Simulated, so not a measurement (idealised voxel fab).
process module | voxel wiring stack
cross-section cut | 255 nm wide | cells 5 nm
A cross-section is a grid of square cells, given in bands from the top down. A band is one or more rows of cells.
Each band's line starts with the height of the band's top and of its bottom, in nm. Then come its materials from left to right, each with its width in nm. One material with "throughout" fills the band from edge to edge. "air" is empty space.
Height 0 is the level under which the wafer as received is all one material. The lowest band goes on downwards, as in "0 down".
A width such as "30 to 40" changes by the same amount from each row of cells to the next, from the band's top row to its bottom row.
"no change" after a step means that no cell of the cross-section changed.
closed voids: empty space of 8 cells or more with no open way to the top, each as width x height at its distance from the left edge, in nm
after a step's settings: what the simulator itself notes on the step
overlay nm, on a step with a mask: how far to the right of its planned place the mask lay; to the left if negative
plan
1 op RECEIVE | material Si
2 op CONFORMAL_DEP | material SiO2 | thk nm 10
3 op DIRECTIONAL_DEP | material TiN | thk nm 5
4 op DIRECTIONAL_DEP | material Ru | thk nm 25
5 op PATTERN | tone cover | mask id METAL_1 | material resist | width nm 25 | pitch nm 45 | thk nm 20 | overlay nm 0
6 op DIRECTIONAL_ETCH | etch materials Ru | depth nm 25
7 op DIRECTIONAL_ETCH | etch materials TiN | depth nm 5
8 op STRIP | etch materials resist
9 op CONFORMAL_DEP | material SiN | thk nm 5
10 op FILL_DEP | material lowk | thk nm 5
11 op CMP | height nm 40
12 op CONFORMAL_DEP | material SiCN | thk nm 5
13 op DIRECTIONAL_DEP | material lowk | thk nm 25
14 op PATTERN | tone open | mask id METAL_2 | material resist | width nm 25 | pitch nm 45 | thk nm 20 | overlay nm 0
15 op DIRECTIONAL_ETCH | etch materials lowk | depth nm 15
16 op STRIP | etch materials resist
17 op PATTERN | tone open | mask id METAL_2_HOLES | material resist | width nm 15 | pitch nm 45 | thk nm 20 | overlay nm 0
18 op DIRECTIONAL_ETCH | etch materials lowk | depth nm 10
19 op DIRECTIONAL_ETCH | etch materials SiCN | depth nm 5
20 op STRIP | etch materials resist
21 op CONFORMAL_DEP | material TiN | thk nm 5
22 op FILL_DEP | material Cu | thk nm 5
23 op CMP | height nm 70
24 op CONFORMAL_DEP | material SiN | thk nm 5
as received, after step 1
  0 down: Si throughout
  closed voids: none
a wafer at the end: this start, this plan, one mistake
  75 to 70: SiN throughout
  70 to 45: lowk throughout
  45 to 40: SiCN throughout
  40 to 15: lowk 40 | SiN 5 | Ru 25 | SiN 5 | lowk 10 | SiN 5 | Ru 25 | SiN 5 | lowk 10 | SiN 5 | Ru 25 | SiN 5 | lowk 10 | SiN 5 | Ru 25 | SiN 5 | lowk 45
  15 to 10: SiN 45 | TiN 25 | SiN 20 | TiN 25 | SiN 20 | TiN 25 | SiN 20 | TiN 25 | SiN 50
  10 to 0: SiO2 throughout
  0 down: Si throughout
  closed voids: none
what went wrong: step 13 was run twice
